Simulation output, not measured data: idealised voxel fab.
You're looking at the process module voxel capacitor over wiring.
Section shown: cut. Width: 260 nm. Cell size: 5 nm, square.
Cross-section format: a grid of square cells, given as bands from top to bottom; each band is one or more rows of cells.
Top height, bottom height, nm. Materials left to right, width each, nm. Single material + "everywhere" = fills band edge to edge. "empty" = empty.
Ref level 0: as-received wafer is one material below here. Bottom band extends down with no lower bound ("z 0 and below").
Quick explanation for "30..40": the width changes in equal steps down the rows of cells, from the first number in the band's top row to the second number in its bottom row.
Where the words "nothing changed" appear for a step, the cross-section shows no cell changed by that step; every cell remained as before.
The entry "Completely enclosed voids" lists the empty spaces that cover at least 8 cells and have no open path to the top. Each is written as width x height at distance, where the distance is measured from the left edge and all three values are in nm.
Note: text after step settings on the step line = simulator remark on that step.
Among the settings permitted on a step's line is "overlay nm"; applied to a step with a mask, it specifies the extent to which the mask lay to the right of its planned position, whereas a negative figure signifies a position to the left.
Pairs ahead. Before: cross-section ahead of one process step. After: cross-section once the step is done, shown to the lowest changed band only. Under each pair: that step, with settings. Caution: pairs may come from different runs of this module on the same starting wafer; a pair follows the pair above only where its "Before-step section" entry says so.

## Before-step section
* z 90 to 80: empty 85 nm | aC 25 nm | empty 150 nm
* z 80 to 75: empty 75 nm | aC 10 nm | TiN 25 nm | aC 40 nm | empty 110 nm
* z 75 to 70: empty 75 nm | aC 10 nm | Al2O3 25 nm | aC 40 nm | empty 110 nm
* z 70 to 65: aC 75 nm | TiN 75 nm | aC 110 nm
* z 65 to 60: aC 75 nm | Ru 35 nm | Al2O3 40 nm | aC 110 nm
* z 60 to 55: TiN 75 nm | Ru 35 nm | TiN 150 nm
* z 55 to 45: SiO2 85 nm | Ru 15 nm | SiO2 160 nm
* z 45 to 40: SiCN 85 nm | Ru 15 nm | SiCN 160 nm
* z 40 to 15: lowk 80 nm | TiN 5 nm | Cu 10 nm | TiN 5 nm | lowk 60 nm | TiN 5 nm | Cu 10 nm | TiN 5 nm | lowk 80 nm
* z 15 to 10: SiN 80 nm | TiN 20 nm | SiN 60 nm | TiN 20 nm | SiN 80 nm
* z 10 to 0: SiO2 everywhere
* z 0 and below: Si everywhere
* Completely enclosed voids: none

## Post-Step Geometry
* z 115 to 90: empty 80 nm | resist 75 nm | empty 105 nm
* z 90 to 80: empty 80 nm | resist 5 nm | aC 25 nm | resist 45 nm | empty 105 nm
* z 80 to 75: empty 75 nm | aC 10 nm | TiN 25 nm | aC 40 nm | resist 5 nm | empty 105 nm
* z 75 to 70: empty 75 nm | aC 10 nm | Al2O3 25 nm | aC 40 nm | resist 5 nm | empty 105 nm
* Under the height 70 nothing was changed.
* Completely enclosed voids: none
The structure goes from the before cross-section above to the after cross-section through PATTERN: tone cover, mask id LOWER_PLATE, material resist, width nm 75, thk nm 25, overlay nm 0

Before-step section: check the pair just above; its after cross-section is our before state.

## Post-Step Geometry
* z 105 to 90: empty 80 nm | resist 75 nm | empty 105 nm
* z 90 to 80: empty 80 nm | resist 5 nm | aC 25 nm | resist 45 nm | empty 105 nm
* z 80 to 75: empty 80 nm | aC 5 nm | TiN 25 nm | aC 40 nm | resist 5 nm | empty 105 nm
* z 75 to 70: empty 80 nm | aC 5 nm | Al2O3 25 nm | aC 40 nm | resist 5 nm | empty 105 nm
* z 70 to 65: empty 75 nm | TiN 75 nm | aC 5 nm | empty 105 nm
* z 65 to 60: empty 75 nm | Ru 35 nm | Al2O3 40 nm | aC 5 nm | empty 105 nm
* Under the height 60 nothing was changed.
* Completely enclosed voids: none
The structure goes from the before cross-section above to the after cross-section through DIRECTIONAL_ETCH: etch materials aC, depth nm 10

Before-step section: check the pair just above; its after cross-section is our before state.

## Post-Step Geometry
* z 90 to 80: empty 85 nm | aC 25 nm | empty 150 nm
* z 80 to 75: empty 80 nm | aC 5 nm | TiN 25 nm | aC 40 nm | empty 110 nm
* z 75 to 70: empty 80 nm | aC 5 nm | Al2O3 25 nm | aC 40 nm | empty 110 nm
* Under the height 70 nothing was changed.
* Completely enclosed voids: none
The structure goes from the before cross-section above to the after cross-section through STRIP: etch materials resist

Before-step section: check the pair just above; its after cross-section is our before state.

## Post-Step Geometry
* z 90 to 80: empty 85 nm | aC 25 nm | empty 150 nm
* z 80 to 75: empty 80 nm | aC 5 nm | TiN 25 nm | aC 40 nm | empty 110 nm
* z 75 to 70: empty 80 nm | aC 5 nm | Al2O3 25 nm | aC 40 nm | empty 110 nm
* z 70 to 65: empty 80 nm | TiN 70 nm | aC 5 nm | empty 105 nm
* z 65 to 60: empty 75 nm | Ru 35 nm | Al2O3 40 nm | aC 5 nm | empty 105 nm
* z 60 to 55: empty 75 nm | Ru 35 nm | TiN 45 nm | empty 105 nm
* Under the height 55 nothing was changed.
* Completely enclosed voids: none
The structure goes from the before cross-section above to the after cross-section through DIRECTIONAL_ETCH: etch materials TiN, depth nm 5

Before-step section: check the pair just above; its after cross-section is our before state.

## Post-Step Geometry
* z 80 to 75: empty 85 nm | TiN 25 nm | empty 150 nm
* z 75 to 70: empty 85 nm | Al2O3 25 nm | empty 150 nm
* z 70 to 65: empty 80 nm | TiN 70 nm | empty 110 nm
* z 65 to 60: empty 75 nm | Ru 35 nm | Al2O3 40 nm | empty 110 nm
* Under the height 60 nothing was changed.
* Completely enclosed voids: none
The structure goes from the before cross-section above to the after cross-section through STRIP: etch materials aC

Before-step section: check the pair just above; its after cross-section is our before state.

## Post-Step Geometry
* z 100 to 80: SiO2 everywhere
* z 80 to 75: SiO2 85 nm | TiN 25 nm | SiO2 150 nm
* z 75 to 70: SiO2 85 nm | Al2O3 25 nm | SiO2 150 nm
* z 70 to 65: SiO2 80 nm | TiN 70 nm | SiO2 110 nm
* z 65 to 60: SiO2 75 nm | Ru 35 nm | Al2O3 40 nm | SiO2 110 nm
* z 60 to 55: SiO2 75 nm | Ru 35 nm | TiN 45 nm | SiO2 105 nm
* Under the height 55 nothing was changed.
* Completely enclosed voids: none
The structure goes from the before cross-section above to the after cross-section through FILL_DEP: material SiO2, thk nm 20

Before-step section: check the pair just above; its after cross-section is our before state.

## Post-Step Geometry
* z 95 to 80: SiO2 everywhere
* Under the height 80 nothing was changed.
* Completely enclosed voids: none
The structure goes from the before cross-section above to the after cross-section through CMP: height nm 95

Before-step section: check the pair just above; its after cross-section is our before state.

## Post-Step Geometry
* z 110 to 95: aC everywhere
* Under the height 95 nothing was changed.
* Completely enclosed voids: none
The structure goes from the before cross-section above to the after cross-section through DIRECTIONAL_DEP: material aC, thk nm 15

Before-step section: check the pair just above; its after cross-section is our before state.

## Post-Step Geometry
* z 140 to 110: resist 95 nm | empty 15 nm | resist 150 nm
* Under the height 110 nothing was changed.
* Completely enclosed voids: none
The structure goes from the before cross-section above to the after cross-section through PATTERN: tone open, mask id PLUG_2, material resist, width nm 15, thk nm 30, overlay nm 0

Before-step section: check the pair just above; its after cross-section is our before state.

## Post-Step Geometry
* z 125 to 110: resist 95 nm | empty 15 nm | resist 150 nm
* z 110 to 95: aC 95 nm | empty 15 nm | aC 150 nm
* Under the height 95 nothing was changed.
* Completely enclosed voids: none
The structure goes from the before cross-section above to the after cross-section through DIRECTIONAL_ETCH: etch materials aC, depth nm 15

Before-step section: check the pair just above; its after cross-section is our before state.

## Post-Step Geometry
* z 110 to 95: aC 95 nm | empty 15 nm | aC 150 nm
* Under the height 95 nothing was changed.
* Completely enclosed voids: none
The structure goes from the before cross-section above to the after cross-section through STRIP: etch materials resist

Before-step section: check the pair just above; its after cross-section is our before state.

## Post-Step Geometry
* z 110 to 95: aC 95 nm | empty 15 nm | aC 150 nm
* z 95 to 80: SiO2 95 nm | empty 15 nm | SiO2 150 nm
* Under the height 80 nothing was changed.
* Completely enclosed voids: none
The structure goes from the before cross-section above to the after cross-section through DIRECTIONAL_ETCH: etch materials SiO2, depth nm 15

Before-step section: check the pair just above; its after cross-section is our before state.

## Post-Step Geometry
* z 95 to 80: SiO2 95 nm | empty 15 nm | SiO2 150 nm
* Under the height 80 nothing was changed.
* Completely enclosed voids: none
The structure goes from the before cross-section above to the after cross-section through STRIP: etch materials aC

Before-step section: check the pair just above; its after cross-section is our before state.

## Post-Step Geometry
* z 100 to 95: TiN 100 nm | empty 5 nm | TiN 155 nm
* z 95 to 85: SiO2 95 nm | TiN 5 nm | empty 5 nm | TiN 5 nm | SiO2 150 nm
* z 85 to 75: SiO2 95..85 nm | TiN 15..25 nm | SiO2 150 nm
* Under the height 75 nothing was changed.
* Completely enclosed voids: none
The structure goes from the before cross-section above to the after cross-section through CONFORMAL_DEP: material TiN, thk nm 5

Before-step section: check the pair just above; its after cross-section is our before state.

## Post-Step Geometry
* z 110 to 100: Cu everywhere
* z 100 to 95: TiN 100 nm | Cu 5 nm | TiN 155 nm
* z 95 to 85: SiO2 95 nm | TiN 5 nm | Cu 5 nm | TiN 5 nm | SiO2 150 nm
* Under the height 85 nothing was changed.
* Completely enclosed voids: none
The structure goes from the before cross-section above to the after cross-section through FILL_DEP: material Cu, thk nm 10

Before-step section: check the pair just above; its after cross-section is our before state.

## Post-Step Geometry
* z 95 to 85: SiO2 95 nm | TiN 5 nm | Cu 5 nm | TiN 5 nm | SiO2 150 nm
* Under the height 85 nothing was changed.
* Completely enclosed voids: none
The structure goes from the before cross-section above to the after cross-section through CMP: height nm 95

Before-step section: check the pair just above; its after cross-section is our before state.

## Post-Step Geometry
* z 100 to 95: SiN everywhere
* Under the height 95 nothing was changed.
* Completely enclosed voids: none
The structure goes from the before cross-section above to the after cross-section through CONFORMAL_DEP: material SiN, thk nm 5

## Before-step section
* z 65 to 45: SiO2 everywhere
* z 45 to 40: SiCN everywhere
* z 40 to 15: lowk 80 nm | TiN 5 nm | Cu 10 nm | TiN 5 nm | lowk 60 nm | TiN 5 nm | Cu 10 nm | TiN 5 nm | lowk 80 nm
* z 15 to 10: SiN 80 nm | TiN 20 nm | SiN 60 nm | TiN 20 nm | SiN 80 nm
* z 10 to 0: SiO2 everywhere
* z 0 and below: Si everywhere
* Completely enclosed voids: none

## Post-Step Geometry
* z 85 to 65: resist 85 nm | empty 20 nm | resist 155 nm
* Under the height 65 nothing was changed.
* Completely enclosed voids: none
The structure goes from the before cross-section above to the after cross-section through PATTERN: tone open, mask id PLUG_1, material resist, width nm 20, thk nm 20, overlay nm 0

Before-step section: check the pair just above; its after cross-section is our before state.

## Post-Step Geometry
* z 85 to 65: resist 85 nm | empty 20 nm | resist 155 nm
* z 65 to 45: SiO2 85 nm | empty 20 nm | SiO2 155 nm
* Under the height 45 nothing was changed.
* Completely enclosed voids: none
The structure goes from the before cross-section above to the after cross-section through DIRECTIONAL_ETCH: etch materials SiO2, depth nm 20

Before-step section: check the pair just above; its after cross-section is our before state.

## Post-Step Geometry
* z 85 to 65: resist 85 nm | empty 20 nm | resist 155 nm
* z 65 to 45: SiO2 85 nm | empty 20 nm | SiO2 155 nm
* z 45 to 40: SiCN 85 nm | empty 20 nm | SiCN 155 nm
* Under the height 40 nothing was changed.
* Completely enclosed voids: none
The structure goes from the before cross-section above to the after cross-section through DIRECTIONAL_ETCH: etch materials SiCN, depth nm 5

Before-step section: check the pair just above; its after cross-section is our before state.

## Post-Step Geometry
* z 65 to 45: SiO2 85 nm | empty 20 nm | SiO2 155 nm
* Under the height 45 nothing was changed.
* Completely enclosed voids: none
The structure goes from the before cross-section above to the after cross-section through STRIP: etch materials resist

Before-step section: check the pair just above; its after cross-section is our before state.

## Post-Step Geometry
* z 65 to 50: SiO2 85 nm | empty 20 nm | SiO2 155 nm
* z 50 to 45: SiO2 85 nm | Ru 20 nm | SiO2 155 nm
* z 45 to 40: SiCN 85 nm | Ru 20 nm | SiCN 155 nm
* Under the height 40 nothing was changed.
* Completely enclosed voids: none
The structure goes from the before cross-section above to the after cross-section through EPI: material Ru, thk nm 10

Before-step section: check the pair just above; its after cross-section is our before state.

## Post-Step Geometry
* z 65 to 60: SiO2 85 nm | empty 20 nm | SiO2 155 nm
* z 60 to 45: SiO2 85 nm | Ru 20 nm | SiO2 155 nm
* Under the height 45 nothing was changed.
* Completely enclosed voids: none
The structure goes from the before cross-section above to the after cross-section through EPI: material Ru, thk nm 10

Before-step section: check the pair just above; its after cross-section is our before state.

## Post-Step Geometry
* z 65 to 45: SiO2 85 nm | Ru 20 nm | SiO2 155 nm
* Under the height 45 nothing was changed.
* Completely enclosed voids: none
The structure goes from the before cross-section above to the after cross-section through EPI: material Ru, thk nm 5

Before-step section: check the pair just above; its after cross-section is our before state.

## Post-Step Geometry
* z 70 to 65: TiN everywhere
* Under the height 65 nothing was changed.
* Completely enclosed voids: none
The structure goes from the before cross-section above to the after cross-section through DIRECTIONAL_DEP: material TiN, thk nm 5

Before-step section: check the pair just above; its after cross-section is our before state.

## Post-Step Geometry
* z 75 to 70: Al2O3 everywhere
* Under the height 70 nothing was changed.
* Completely enclosed voids: none
The structure goes from the before cross-section above to the after cross-section through DIRECTIONAL_DEP: material Al2O3, thk nm 5

Before-step section: check the pair just above; its after cross-section is our before state.

## Post-Step Geometry
* z 80 to 75: TiN everywhere
* Under the height 75 nothing was changed.
* Completely enclosed voids: none
The structure goes from the before cross-section above to the after cross-section through DIRECTIONAL_DEP: material TiN, thk nm 5

Before-step section: check the pair just above; its after cross-section is our before state.

## Post-Step Geometry
* z 100 to 80: empty 85 nm | resist 65 nm | empty 110 nm
* Under the height 80 nothing was changed.
* Completely enclosed voids: none
The structure goes from the before cross-section above to the after cross-section through PATTERN: tone cover, mask id UPPER_PLATE, material resist, width nm 65, thk nm 20, overlay nm 0

Before-step section: check the pair just above; its after cross-section is our before state.

## Post-Step Geometry
* z 100 to 80: empty 85 nm | resist 65 nm | empty 110 nm
* z 80 to 75: empty 85 nm | TiN 65 nm | empty 110 nm
* Under the height 75 nothing was changed.
* Completely enclosed voids: none
The structure goes from the before cross-section above to the after cross-section through DIRECTIONAL_ETCH: etch materials TiN, depth nm 5

Before-step section: check the pair just above; its after cross-section is our before state.

## Post-Step Geometry
* z 100 to 80: empty 85 nm | resist 65 nm | empty 110 nm
* z 80 to 75: empty 85 nm | TiN 65 nm | empty 110 nm
* z 75 to 70: empty 85 nm | Al2O3 65 nm | empty 110 nm
* Under the height 70 nothing was changed.
* Completely enclosed voids: none
The structure goes from the before cross-section above to the after cross-section through DIRECTIONAL_ETCH: etch materials Al2O3, depth nm 5

Before-step section: check the pair just above; its after cross-section is our before state.

## Post-Step Geometry
* z 80 to 75: empty 85 nm | TiN 65 nm | empty 110 nm
* Under the height 75 nothing was changed.
* Completely enclosed voids: none
The structure goes from the before cross-section above to the after cross-section through STRIP: etch materials resist

Before-step section: check the pair just above; its after cross-section is our before state.

## Post-Step Geometry
* z 90 to 80: empty 85 nm | aC 65 nm | empty 110 nm
* z 80 to 75: aC 85 nm | TiN 65 nm | aC 110 nm
* z 75 to 70: aC 85 nm | Al2O3 65 nm | aC 110 nm
* Under the height 70 nothing was changed.
* Completely enclosed voids: none
The structure goes from the before cross-section above to the after cross-section through DIRECTIONAL_DEP: material aC, thk nm 10

Before-step section: check the pair just above; its after cross-section is our before state.

## Post-Step Geometry
* z 115 to 90: empty 80 nm | resist 75 nm | empty 105 nm
* z 90 to 80: empty 80 nm | resist 5 nm | aC 65 nm | resist 5 nm | empty 105 nm
* Under the height 80 nothing was changed.
* Completely enclosed voids: none
The structure goes from the before cross-section above to the after cross-section through PATTERN: tone cover, mask id LOWER_PLATE, material resist, width nm 75, thk nm 25, overlay nm 0

Before-step section: check the pair just above; its after cross-section is our before state.

## Post-Step Geometry
* z 105 to 90: empty 80 nm | resist 75 nm | empty 105 nm
* z 90 to 80: empty 80 nm | resist 5 nm | aC 65 nm | resist 5 nm | empty 105 nm
* z 80 to 75: empty 80 nm | aC 5 nm | TiN 65 nm | aC 5 nm | empty 105 nm
* z 75 to 70: empty 80 nm | aC 5 nm | Al2O3 65 nm | aC 5 nm | empty 105 nm
* Under the height 70 nothing was changed.
* Completely enclosed voids: none
The structure goes from the before cross-section above to the after cross-section through DIRECTIONAL_ETCH: etch materials aC, depth nm 10

Before-step section: check the pair just above; its after cross-section is our before state.

## Post-Step Geometry
* z 90 to 80: empty 85 nm | aC 65 nm | empty 110 nm
* Under the height 80 nothing was changed.
* Completely enclosed voids: none
The structure goes from the before cross-section above to the after cross-section through STRIP: etch materials resist

Before-step section: check the pair just above; its after cross-section is our before state.

## Post-Step Geometry
* z 90 to 80: empty 85 nm | aC 65 nm | empty 110 nm
* z 80 to 75: empty 80 nm | aC 5 nm | TiN 65 nm | aC 5 nm | empty 105 nm
* z 75 to 70: empty 80 nm | aC 5 nm | Al2O3 65 nm | aC 5 nm | empty 105 nm
* z 70 to 65: empty 80 nm | TiN 75 nm | empty 105 nm
* Under the height 65 nothing was changed.
* Completely enclosed voids: none
The structure goes from the before cross-section above to the after cross-section through DIRECTIONAL_ETCH: etch materials TiN, depth nm 5

Before-step section: check the pair just above; its after cross-section is our before state.

## Post-Step Geometry
* z 80 to 75: empty 85 nm | TiN 65 nm | empty 110 nm
* z 75 to 70: empty 85 nm | Al2O3 65 nm | empty 110 nm
* Under the height 70 nothing was changed.
* Completely enclosed voids: none
The structure goes from the before cross-section above to the after cross-section through STRIP: etch materials aC

Before-step section: check the pair just above; its after cross-section is our before state.

## Post-Step Geometry
* z 100 to 80: SiO2 everywhere
* z 80 to 75: SiO2 85 nm | TiN 65 nm | SiO2 110 nm
* z 75 to 70: SiO2 85 nm | Al2O3 65 nm | SiO2 110 nm
* z 70 to 65: SiO2 80 nm | TiN 75 nm | SiO2 105 nm
* Under the height 65 nothing was changed.
* Completely enclosed voids: none
The structure goes from the before cross-section above to the after cross-section through FILL_DEP: material SiO2, thk nm 20

Before-step section: check the pair just above; its after cross-section is our before state.

## Post-Step Geometry
* z 95 to 80: SiO2 everywhere
* Under the height 80 nothing was changed.
* Completely enclosed voids: none
The structure goes from the before cross-section above to the after cross-section through CMP: height nm 95

Before-step section: check the pair just above; its after cross-section is our before state.

## Post-Step Geometry
* z 110 to 95: aC everywhere
* Under the height 95 nothing was changed.
* Completely enclosed voids: none
The structure goes from the before cross-section above to the after cross-section through DIRECTIONAL_DEP: material aC, thk nm 15

Before-step section: check the pair just above; its after cross-section is our before state.

## Post-Step Geometry
* z 140 to 110: resist 95 nm | empty 15 nm | resist 150 nm
* Under the height 110 nothing was changed.
* Completely enclosed voids: none
The structure goes from the before cross-section above to the after cross-section through PATTERN: tone open, mask id PLUG_2, material resist, width nm 15, thk nm 30, overlay nm 0

Before-step section: check the pair just above; its after cross-section is our before state.

## Post-Step Geometry
* z 125 to 110: resist 95 nm | empty 15 nm | resist 150 nm
* z 110 to 95: aC 95 nm | empty 15 nm | aC 150 nm
* Under the height 95 nothing was changed.
* Completely enclosed voids: none
The structure goes from the before cross-section above to the after cross-section through DIRECTIONAL_ETCH: etch materials aC, depth nm 15

Before-step section: check the pair just above; its after cross-section is our before state.

## Post-Step Geometry
* z 110 to 95: aC 95 nm | empty 15 nm | aC 150 nm
* Under the height 95 nothing was changed.
* Completely enclosed voids: none
The structure goes from the before cross-section above to the after cross-section through STRIP: etch materials resist

Before-step section: check the pair just above; its after cross-section is our before state.

## Post-Step Geometry
* z 110 to 95: aC 95 nm | empty 15 nm | aC 150 nm
* z 95 to 80: SiO2 95 nm | empty 15 nm | SiO2 150 nm
* Under the height 80 nothing was changed.
* Completely enclosed voids: none
The structure goes from the before cross-section above to the after cross-section through DIRECTIONAL_ETCH: etch materials SiO2, depth nm 15

Before-step section: check the pair just above; its after cross-section is our before state.

## Post-Step Geometry
* z 95 to 80: SiO2 95 nm | empty 15 nm | SiO2 150 nm
* Under the height 80 nothing was changed.
* Completely enclosed voids: none
The structure goes from the before cross-section above to the after cross-section through STRIP: etch materials aC

Before-step section: check the pair just above; its after cross-section is our before state.

## Post-Step Geometry
* z 100 to 95: TiN 100 nm | empty 5 nm | TiN 155 nm
* z 95 to 85: SiO2 95 nm | TiN 5 nm | empty 5 nm | TiN 5 nm | SiO2 150 nm
* z 85 to 75: SiO2 95..85 nm | TiN 15..65 nm | SiO2 150..110 nm
* Under the height 75 nothing was changed.
* Completely enclosed voids: none
The structure goes from the before cross-section above to the after cross-section through CONFORMAL_DEP: material TiN, thk nm 5

Before-step section: check the pair just above; its after cross-section is our before state.

## Post-Step Geometry
* z 110 to 100: Cu everywhere
* z 100 to 95: TiN 100 nm | Cu 5 nm | TiN 155 nm
* z 95 to 85: SiO2 95 nm | TiN 5 nm | Cu 5 nm | TiN 5 nm | SiO2 150 nm
* Under the height 85 nothing was changed.
* Completely enclosed voids: none
The structure goes from the before cross-section above to the after cross-section through FILL_DEP: material Cu, thk nm 10

Before-step section: check the pair just above; its after cross-section is our before state.

## Post-Step Geometry
* z 95 to 85: SiO2 95 nm | TiN 5 nm | Cu 5 nm | TiN 5 nm | SiO2 150 nm
* Under the height 85 nothing was changed.
* Completely enclosed voids: none
The structure goes from the before cross-section above to the after cross-section through CMP: height nm 95

Before-step section: check the pair just above; its after cross-section is our before state.

## Post-Step Geometry
* z 100 to 95: SiN everywhere
* Under the height 95 nothing was changed.
* Completely enclosed voids: none
The structure goes from the before cross-section above to the after cross-section through CONFORMAL_DEP: material SiN, thk nm 5

## Before-step section
* z 65 to 45: SiO2 everywhere
* z 45 to 40: SiCN everywhere
* z 40 to 15: lowk 80 nm | TiN 5 nm | Cu 10 nm | TiN 5 nm | lowk 60 nm | TiN 5 nm | Cu 10 nm | TiN 5 nm | lowk 80 nm
* z 15 to 10: SiN 80 nm | TiN 20 nm | SiN 60 nm | TiN 20 nm | SiN 80 nm
* z 10 to 0: SiO2 everywhere
* z 0 and below: Si everywhere
* Completely enclosed voids: none

## Post-Step Geometry
* z 85 to 65: resist 95 nm | empty 15 nm | resist 150 nm
* Under the height 65 nothing was changed.
* Completely enclosed voids: none
The structure goes from the before cross-section above to the after cross-section through PATTERN: tone open, mask id PLUG_1, material resist, width nm 15, thk nm 20, overlay nm 10

Before-step section: check the pair just above; its after cross-section is our before state.

## Post-Step Geometry
* z 85 to 65: resist 95 nm | empty 15 nm | resist 150 nm
* z 65 to 45: SiO2 95 nm | empty 15 nm | SiO2 150 nm
* Under the height 45 nothing was changed.
* Completely enclosed voids: none
The structure goes from the before cross-section above to the after cross-section through DIRECTIONAL_ETCH: etch materials SiO2, depth nm 20

Before-step section: check the pair just above; its after cross-section is our before state.

## Post-Step Geometry
* z 85 to 65: resist 95 nm | empty 15 nm | resist 150 nm
* z 65 to 45: SiO2 95 nm | empty 15 nm | SiO2 150 nm
* z 45 to 40: SiCN 95 nm | empty 15 nm | SiCN 150 nm
* Under the height 40 nothing was changed.
* Completely enclosed voids: none
The structure goes from the before cross-section above to the after cross-section through DIRECTIONAL_ETCH: etch materials SiCN, depth nm 5

Before-step section: check the pair just above; its after cross-section is our before state.

## Post-Step Geometry
* z 65 to 45: SiO2 95 nm | empty 15 nm | SiO2 150 nm
* Under the height 45 nothing was changed.
* Completely enclosed voids: none
The structure goes from the before cross-section above to the after cross-section through STRIP: etch materials resist

Before-step section: check the pair just above; its after cross-section is our before state.

## Post-Step Geometry
* z 65 to 50: SiO2 95 nm | empty 15 nm | SiO2 150 nm
* z 50 to 45: SiO2 95 nm | Ru 15 nm | SiO2 150 nm
* z 45 to 40: SiCN 95 nm | Ru 15 nm | SiCN 150 nm
* Under the height 40 nothing was changed.
* Completely enclosed voids: none
The structure goes from the before cross-section above to the after cross-section through EPI: material Ru, thk nm 10

Before-step section: check the pair just above; its after cross-section is our before state.

## Post-Step Geometry
* z 65 to 60: SiO2 95 nm | empty 15 nm | SiO2 150 nm
* z 60 to 45: SiO2 95 nm | Ru 15 nm | SiO2 150 nm
* Under the height 45 nothing was changed.
* Completely enclosed voids: none
The structure goes from the before cross-section above to the after cross-section through EPI: material Ru, thk nm 10

Before-step section: check the pair just above; its after cross-section is our before state.

## Post-Step Geometry
* z 65 to 45: SiO2 95 nm | Ru 15 nm | SiO2 150 nm
* Under the height 45 nothing was changed.
* Completely enclosed voids: none
The structure goes from the before cross-section above to the after cross-section through EPI: material Ru, thk nm 5

Before-step section: check the pair just above; its after cross-section is our before state.

## Post-Step Geometry
* z 70 to 65: TiN everywhere
* Under the height 65 nothing was changed.
* Completely enclosed voids: none
The structure goes from the before cross-section above to the after cross-section through DIRECTIONAL_DEP: material TiN, thk nm 5

Before-step section: check the pair just above; its after cross-section is our before state.

## Post-Step Geometry
* z 75 to 70: Al2O3 everywhere
* Under the height 70 nothing was changed.
* Completely enclosed voids: none
The structure goes from the before cross-section above to the after cross-section through DIRECTIONAL_DEP: material Al2O3, thk nm 5

Before-step section: check the pair just above; its after cross-section is our before state.

## Post-Step Geometry
* z 80 to 75: TiN everywhere
* Under the height 75 nothing was changed.
* Completely enclosed voids: none
The structure goes from the before cross-section above to the after cross-section through DIRECTIONAL_DEP: material TiN, thk nm 5

Before-step section: check the pair just above; its after cross-section is our before state.

## Post-Step Geometry
* z 100 to 80: empty 85 nm | resist 65 nm | empty 110 nm
* Under the height 80 nothing was changed.
* Completely enclosed voids: none
The structure goes from the before cross-section above to the after cross-section through PATTERN: tone cover, mask id UPPER_PLATE, material resist, width nm 65, thk nm 20, overlay nm 0

Before-step section: check the pair just above; its after cross-section is our before state.

## Post-Step Geometry
* z 100 to 80: empty 85 nm | resist 65 nm | empty 110 nm
* z 80 to 75: empty 85 nm | TiN 65 nm | empty 110 nm
* Under the height 75 nothing was changed.
* Completely enclosed voids: none
The structure goes from the before cross-section above to the after cross-section through DIRECTIONAL_ETCH: etch materials TiN, depth nm 5

Before-step section: check the pair just above; its after cross-section is our before state.

## Post-Step Geometry
* z 100 to 80: empty 85 nm | resist 65 nm | empty 110 nm
* z 80 to 75: empty 85 nm | TiN 65 nm | empty 110 nm
* z 75 to 70: empty 85 nm | Al2O3 65 nm | empty 110 nm
* Under the height 70 nothing was changed.
* Completely enclosed voids: none
The structure goes from the before cross-section above to the after cross-section through DIRECTIONAL_ETCH: etch materials Al2O3, depth nm 5

Before-step section: check the pair just above; its after cross-section is our before state.

## Post-Step Geometry
* z 80 to 75: empty 85 nm | TiN 65 nm | empty 110 nm
* Under the height 75 nothing was changed.
* Completely enclosed voids: none
The structure goes from the before cross-section above to the after cross-section through STRIP: etch materials resist

Before-step section: check the pair just above; its after cross-section is our before state.

## Post-Step Geometry
* z 90 to 80: empty 85 nm | aC 65 nm | empty 110 nm
* z 80 to 75: aC 85 nm | TiN 65 nm | aC 110 nm
* z 75 to 70: aC 85 nm | Al2O3 65 nm | aC 110 nm
* Under the height 70 nothing was changed.
* Completely enclosed voids: none
The structure goes from the before cross-section above to the after cross-section through DIRECTIONAL_DEP: material aC, thk nm 10

Before-step section: check the pair just above; its after cross-section is our before state.

## Post-Step Geometry
* z 115 to 90: empty 80 nm | resist 75 nm | empty 105 nm
* z 90 to 80: empty 80 nm | resist 5 nm | aC 65 nm | resist 5 nm | empty 105 nm
* Under the height 80 nothing was changed.
* Completely enclosed voids: none
The structure goes from the before cross-section above to the after cross-section through PATTERN: tone cover, mask id LOWER_PLATE, material resist, width nm 75, thk nm 25, overlay nm 0

Before-step section: check the pair just above; its after cross-section is our before state.

## Post-Step Geometry
* z 105 to 90: empty 80 nm | resist 75 nm | empty 105 nm
* z 90 to 80: empty 80 nm | resist 5 nm | aC 65 nm | resist 5 nm | empty 105 nm
* z 80 to 75: empty 80 nm | aC 5 nm | TiN 65 nm | aC 5 nm | empty 105 nm
* z 75 to 70: empty 80 nm | aC 5 nm | Al2O3 65 nm | aC 5 nm | empty 105 nm
* Under the height 70 nothing was changed.
* Completely enclosed voids: none
The structure goes from the before cross-section above to the after cross-section through DIRECTIONAL_ETCH: etch materials aC, depth nm 10

Before-step section: check the pair just above; its after cross-section is our before state.

## Post-Step Geometry
* z 90 to 80: empty 85 nm | aC 65 nm | empty 110 nm
* Under the height 80 nothing was changed.
* Completely enclosed voids: none
The structure goes from the before cross-section above to the after cross-section through STRIP: etch materials resist

Before-step section: check the pair just above; its after cross-section is our before state.

## Post-Step Geometry
* z 90 to 80: empty 85 nm | aC 65 nm | empty 110 nm
* z 80 to 75: empty 80 nm | aC 5 nm | TiN 65 nm | aC 5 nm | empty 105 nm
* z 75 to 70: empty 80 nm | aC 5 nm | Al2O3 65 nm | aC 5 nm | empty 105 nm
* z 70 to 65: empty 80 nm | TiN 75 nm | empty 105 nm
* Under the height 65 nothing was changed.
* Completely enclosed voids: none
The structure goes from the before cross-section above to the after cross-section through DIRECTIONAL_ETCH: etch materials TiN, depth nm 5

Before-step section: check the pair just above; its after cross-section is our before state.

## Post-Step Geometry
* z 80 to 75: empty 85 nm | TiN 65 nm | empty 110 nm
* z 75 to 70: empty 85 nm | Al2O3 65 nm | empty 110 nm
* Under the height 70 nothing was changed.
* Completely enclosed voids: none
The structure goes from the before cross-section above to the after cross-section through STRIP: etch materials aC

Before-step section: check the pair just above; its after cross-section is our before state.

## Post-Step Geometry
* z 100 to 80: SiO2 everywhere
* z 80 to 75: SiO2 85 nm | TiN 65 nm | SiO2 110 nm
* z 75 to 70: SiO2 85 nm | Al2O3 65 nm | SiO2 110 nm
* z 70 to 65: SiO2 80 nm | TiN 75 nm | SiO2 105 nm
* Under the height 65 nothing was changed.
* Completely enclosed voids: none
The structure goes from the before cross-section above to the after cross-section through FILL_DEP: material SiO2, thk nm 20

Before-step section: check the pair just above; its after cross-section is our before state.

## Post-Step Geometry
* z 95 to 80: SiO2 everywhere
* Under the height 80 nothing was changed.
* Completely enclosed voids: none
The structure goes from the before cross-section above to the after cross-section through CMP: height nm 95

Before-step section: check the pair just above; its after cross-section is our before state.

## Post-Step Geometry
* z 110 to 95: aC everywhere
* Under the height 95 nothing was changed.
* Completely enclosed voids: none
The structure goes from the before cross-section above to the after cross-section through DIRECTIONAL_DEP: material aC, thk nm 15

Before-step section: check the pair just above; its after cross-section is our before state.

## Post-Step Geometry
* z 140 to 110: resist 95 nm | empty 15 nm | resist 150 nm
* Under the height 110 nothing was changed.
* Completely enclosed voids: none
The structure goes from the before cross-section above to the after cross-section through PATTERN: tone open, mask id PLUG_2, material resist, width nm 15, thk nm 30, overlay nm 0
